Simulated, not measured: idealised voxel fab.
process module | voxel capacitor over wiring
Displayed cross-section: cut, width of 270 nm, square cells sized 5 nm.
Cross-section, as written here: a square-cell grid given band by band from the top down, where a band holds one or more rows of cells. Band: top and bottom heights (nm) first, top before bottom; then materials from left to right, widths in nm. "everywhere" marks a sole material filling the band edge to edge. "air" denotes empty space. Basically, 0 is our baseline, since under it the wafer straight out of the box is all one material. The bottom band has no lower end and keeps on going down, so it looks like "from 0 down". When a width is written as two numbers, as in "30->40", the first number is the width in the top row of cells of the band and the second is the width in its bottom row, and the width changes by the same amount from each row to the next. "stayed the same" after a step means that no cell of the cross-section changed. Empty spaces counting at least 8 cells and having no open way to the top are listed in "Closed-off voids". The notation width x height at distance is used for each, the distance being from the left edge and all three values in nm. If you see something after the settings on a step's line, that's the simulator's own remark about that step. If you see "overlay nm" on a step's line and that step has a mask, it's telling you how far right of where it was planned the mask ended up; a negative number means it went left instead.
[So here's the lineup of process steps we planned]
| 1 | RECEIVE,material Si |
| 2 | CONFORMAL_DEP,material SiO2,thk nm 15 |
| 3 | CONFORMAL_DEP,material SiCN,thk nm 5 |
| 4 | DIRECTIONAL_DEP,material lowk,thk nm 15 |
| 5 | PATTERN,tone open,mask id METAL_1,material resist,width nm 25,pitch nm 95,thk nm 15,overlay nm 0 |
| 6 | DIRECTIONAL_ETCH,etch materials lowk,depth nm 15 |
| 7 | DIRECTIONAL_ETCH,etch materials SiCN,depth nm 5 |
| 8 | STRIP,etch materials resist |
| 9 | CONFORMAL_DEP,material TiN,thk nm 5 |
| 10 | FILL_DEP,material W,thk nm 10 |
| 11 | CMP,height nm 35 |
| 12 | EPI,material Ru,thk nm 5 |
| 13 | FILL_DEP,material SiCN,thk nm 5 |
| 14 | DIRECTIONAL_DEP,material SiO2,thk nm 15 |
| 15 | MASKED_ETCH,tone open,mask id PLUG_1,width nm 15,etch materials SiO2,depth nm 15,overlay nm 0 |
| 16 | MASKED_ETCH,tone open,mask id PLUG_1,width nm 15,etch materials SiCN,depth nm 5,overlay nm 0 |
| 17 | EPI,material Ru,thk nm 10 |
| 18 | EPI,material Ru,thk nm 10 |
| 19 | DIRECTIONAL_DEP,material TiN,thk nm 5 |
| 20 | DIRECTIONAL_DEP,material SiN,thk nm 5 |
| 21 | DIRECTIONAL_DEP,material TiN,thk nm 10 |
| 22 | MASKED_ETCH,tone cover,mask id UPPER_PLATE,width nm 75,etch materials TiN,depth nm 10,overlay nm 0 |
| 23 | MASKED_ETCH,tone cover,mask id UPPER_PLATE,width nm 75,etch materials SiN,depth nm 5,overlay nm 0 |
| 24 | DIRECTIONAL_DEP,material aC,thk nm 10 |
| 25 | PATTERN,tone cover,mask id LOWER_PLATE,material resist,width nm 85,thk nm 25,overlay nm 0 |
| 26 | DIRECTIONAL_ETCH,etch materials aC,depth nm 10 |
| 27 | STRIP,etch materials resist |
| 28 | DIRECTIONAL_ETCH,etch materials TiN,depth nm 5 |
| 29 | STRIP,etch materials aC |
| 30 | FILL_DEP,material SiO2,thk nm 20 |
| 31 | CMP,height nm 95 |
| 32 | PATTERN,tone open,mask id PLUG_2,material resist,width nm 15,thk nm 20,overlay nm 0 |
| 33 | DIRECTIONAL_ETCH,etch materials SiO2,depth nm 15 |
| 34 | STRIP,etch materials resist |
| 35 | CONFORMAL_DEP,material TiN,thk nm 5 |
| 36 | FILL_DEP,material W,thk nm 10 |
| 37 | CMP,height nm 95 |
| 38 | CONFORMAL_DEP,material SiCN,thk nm 5 |
[Cross-section of the incoming wafer, state after step 1]
* from 0 down  Si everywhere
* Closed-off voids: none
[Cross-section, end of module. Start: as above. Plan: as above. Execution: one mistake]
* from 100 to 95  SiCN everywhere
* from 95 to 85  SiO2 95 nm / TiN 5 nm / W 5 nm / TiN 5 nm / SiO2 160 nm
* from 85 to 80  SiO2 95 nm / TiN 15 nm / SiO2 160 nm
* from 80 to 70  SiO2 85 nm / TiN 75 nm / SiO2 110 nm
* from 70 to 65  SiO2 85 nm / SiN 75 nm / SiO2 110 nm
* from 65 to 60  SiO2 80 nm / TiN 85 nm / SiO2 105 nm
* from 60 to 45  SiO2 85 nm / Ru 15 nm / SiO2 170 nm
* from 45 to 40  SiCN 85 nm / Ru 15 nm / SiCN 170 nm
* from 40 to 35  SiCN 70 nm / Ru 35 nm / SiCN 60 nm / Ru 35 nm / SiCN 70 nm
* from 35 to 30  SiCN 75 nm / TiN 25 nm / SiCN 70 nm / TiN 25 nm / SiCN 75 nm
* from 30 to 0  SiO2 everywhere
* from 0 down  Si everywhere
* Closed-off voids: none
Deviation from plan: in the plan, step 2 was performed twice
